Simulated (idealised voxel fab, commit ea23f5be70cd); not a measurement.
Process module under the name voxel double patterning
The cross-section shown here is cut; it is 160 nm wide and divided into square cells measuring 5 nm on a side.
We lay out every cross-section as a grid of square cells and spell it out in bands from the top down, where one band means one or more rows of cells.
Top height, bottom height, nm. Materials left to right, width each, nm. Single material + "full width" = fills band edge to edge. "air" = empty.
Where do heights start? At 0: under that level the wafer as delivered is made of one material only. And the lowest band has no floor; it just carries on downward, as in "from 0 down".
A two-number width, for instance "30..40", indicates that the width is equal to the first number in the top row of the band and to the second number in the bottom row, and that it changes by a constant amount per row of cells.
"remained unchanged" (step): cross-section cells unchanged, all of them.
"Enclosed empty spaces": empty spaces of 8 cells or more with no open way to the top, each given as width x height at distance, distance from the left edge, all in nm.
On a step's line, text after the settings is the simulator commenting on that step.
If you see "overlay nm" on a step's line and that step has a mask, it's telling you how far right of where it was planned the mask ended up; a negative number means it went left instead.

Steps in the process plan
1 RECEIVE: material Si
2 CONFORMAL_DEP: material SiO2, thk nm 10
3 DIRECTIONAL_DEP: material W, thk nm 20
4 DIRECTIONAL_DEP: material SiCN, thk nm 5
5 MASKED_ETCH: tone open, mask id FIRST, width nm 15, pitch nm 50, etch materials SiCN, depth nm 5, overlay nm 0
6 MASKED_ETCH: tone open, mask id SECOND, width nm 15, pitch nm 50, etch materials SiCN, depth nm 5, overlay nm 0
7 DIRECTIONAL_ETCH: etch materials W, depth nm 20
8 STRIP: etch materials SiCN
For this document, wafers share an identical start and vary in the step 5 width nm; the plan quotes the first wafer's value.

First wafer of several, as received: cross-section after step 1
    from 0 down  Si full width
    Enclosed empty spaces: none

Here's the first of several wafers in cross-section, end of the module, after the last step, step 8
    from 30 to 10  20 of W  15 of air  10 of W  15 of air  10 of W  15 of air  10 of W  15 of air  10 of W  15 of air  25 of W
    from 10 to 0  SiO2 full width
    from 0 down  Si full width
    Enclosed empty spaces: none

Sectional view of the last wafer upon completion of the module
    from 30 to 10  15 of W  45 of air  5 of W  45 of air  5 of W  30 of air  15 of W
    from 10 to 0  SiO2 full width
    from 0 down  Si full width
    Enclosed empty spaces: none

Where each wafer stands at the end of the module, a row apiece: cells of each material gained (+) or lost (-) since it was received, then closed voids
width nm 15 | +64 SiO2 | +68 W | Enclosed empty spaces: none
width nm 20 | +64 SiO2 | +56 W | Enclosed empty spaces: none
width nm 25 | +64 SiO2 | +44 W | Enclosed empty spaces: none
width nm 30 | +64 SiO2 | +32 W | Enclosed empty spaces: none
